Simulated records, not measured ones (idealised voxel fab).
process module | voxel self aligned contacts
cross-section cut | 300 nm wide | cells 5 nm
A cross-section is a grid of square cells, given in bands from the top down. A band is one or more rows of cells.
Each band's line starts with the height of the band's top and of its bottom, in nm. Then come its materials from left to right, each with its width in nm. One material with "throughout" fills the band from edge to edge. "air" is empty space.
Height 0 is the level under which the wafer as received is all one material. The lowest band goes on downwards, as in "0 down".
A width such as "30 to 40" changes by the same amount from each row of cells to the next, from the band's top row to its bottom row.
"no change" after a step means that no cell of the cross-section changed.
closed voids: empty space of 8 cells or more with no open way to the top, each as width x height at its distance from the left edge, in nm
after a step's settings: what the simulator itself notes on the step
overlay nm, on a step with a mask: how far to the right of its planned place the mask lay; to the left if negative
plan
1 op RECEIVE | material Si
2 op OXIDIZE | depth nm 5
3 op DIRECTIONAL_DEP | material polySi | thk nm 30
4 op DIRECTIONAL_DEP | material SiN | thk nm 15
5 op MASKED_ETCH | tone cover | mask id GATE | width nm 35 | pitch nm 65 | etch materials SiN | depth nm 15 | overlay nm 0
6 op MASKED_ETCH | tone cover | mask id GATE | width nm 35 | pitch nm 65 | etch materials polySi | depth nm 30 | overlay nm 0
7 op CONFORMAL_DEP | material SiN | thk nm 5
8 op DIRECTIONAL_ETCH | etch materials SiN | depth nm 5
9 op FILL_DEP | material SiO2 | thk nm 10
10 op CMP | height nm 50
11 op DIRECTIONAL_DEP | material aC | thk nm 10
12 op PATTERN | tone open | mask id CONTACT | material resist | width nm 40 | thk nm 25 | overlay nm 0
13 op DIRECTIONAL_ETCH | etch materials aC | depth nm 10
14 op STRIP | etch materials resist
15 op DIRECTIONAL_ETCH | etch materials SiO2 | depth nm 55
16 op STRIP | etch materials aC
17 op CONFORMAL_DEP | material TiN | thk nm 5
18 op FILL_DEP | material W | thk nm 10
19 op CMP | height nm 50
20 op CONFORMAL_DEP | material SiN | thk nm 5
as received, after step 1
  0 down: Si throughout
  closed voids: none
a wafer at the end: this start, this plan, one mistake
  55 to 50: SiN throughout
  50 to 45: SiO2 130 | TiN 40 | SiO2 130
  45 to 30: SiN 105 | SiO2 25 | SiN 40 | SiO2 25 | SiN 105
  30 to 0: polySi throughout
  0 to -5: SiO2 throughout
  -5 down: Si throughout
  closed voids: none
what went wrong: step 5 ran as: op MASKED_ETCH | tone open | mask id GATE | width nm 35 | pitch nm 65 | etch materials SiN | depth nm 15 | overlay nm 0
